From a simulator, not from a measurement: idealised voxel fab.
process module | voxel ribs on slabs
cross-section cut | 270 nm wide | cells 5 nm
A cross-section is a grid of square cells, given in bands from the top down. A band is one or more rows of cells.
Each band's line starts with the height of the band's top and of its bottom, in nm. Then come its materials from left to right, each with its width in nm. One material with "throughout" fills the band from edge to edge. "air" is empty space.
Height 0 is the level under which the wafer as received is all one material. The lowest band goes on downwards, as in "0 down".
A width such as "30 to 40" changes by the same amount from each row of cells to the next, from the band's top row to its bottom row.
"no change" after a step means that no cell of the cross-section changed.
closed voids: empty space of 8 cells or more with no open way to the top, each as width x height at its distance from the left edge, in nm
after a step's settings: what the simulator itself notes on the step
overlay nm, on a step with a mask: how far to the right of its planned place the mask lay; to the left if negative
plan
1 op RECEIVE | material Si
2 op DIRECTIONAL_DEP | material SiO2 | thk nm 30
3 op DIRECTIONAL_DEP | material polySi | thk nm 15
4 op MASKED_ETCH | tone cover | mask id RIB | width nm 15 | etch materials polySi | depth nm 10 | overlay nm 0
5 op PATTERN | tone cover | mask id SLAB | material resist | width nm 55 | thk nm 15 | overlay nm 0
6 op DIRECTIONAL_ETCH | etch materials polySi | depth nm 5
7 op STRIP | etch materials resist
8 op FILL_DEP | material SiO2 | thk nm 25
9 op CMP | height nm 65
10 op DIRECTIONAL_DEP | material W | thk nm 10
11 op MASKED_ETCH | tone cover | mask id HEATER | width nm 25 | etch materials W | depth nm 10 | overlay nm 0
12 op CONFORMAL_DEP | material SiO2 | thk nm 10
varied across the wafers: width nm of step 5. The plan shows the first wafer's value. All wafers start alike
first wafer as received, after step 1
  0 down: Si throughout
  closed voids: none
first wafer at the end, after step 12
  85 to 75: air 110 | SiO2 45 | air 115
  75 to 65: SiO2 120 | W 25 | SiO2 125
  65 to 45: SiO2 throughout
  45 to 35: SiO2 125 | polySi 15 | SiO2 130
  35 to 30: SiO2 105 | polySi 55 | SiO2 110
  30 to 0: SiO2 throughout
  0 down: Si throughout
  closed voids: none
last wafer at the end
  85 to 75: air 110 | SiO2 45 | air 115
  75 to 65: SiO2 120 | W 25 | SiO2 125
  65 to 45: SiO2 throughout
  45 to 35: SiO2 125 | polySi 15 | SiO2 130
  35 to 30: SiO2 95 | polySi 80 | SiO2 95
  30 to 0: SiO2 throughout
  0 down: Si throughout
  closed voids: none
each wafer at the end: cells of each material gained (+) or lost (-) since it was received, then its closed voids
width nm 55 | +801 SiO2 | +10 W | +17 polySi | closed voids: none
width nm 60 | +800 SiO2 | +10 W | +18 polySi | closed voids: none
width nm 65 | +799 SiO2 | +10 W | +19 polySi | closed voids: none
width nm 70 | +798 SiO2 | +10 W | +20 polySi | closed voids: none
width nm 75 | +797 SiO2 | +10 W | +21 polySi | closed voids: none
width nm 80 | +796 SiO2 | +10 W | +22 polySi | closed voids: none
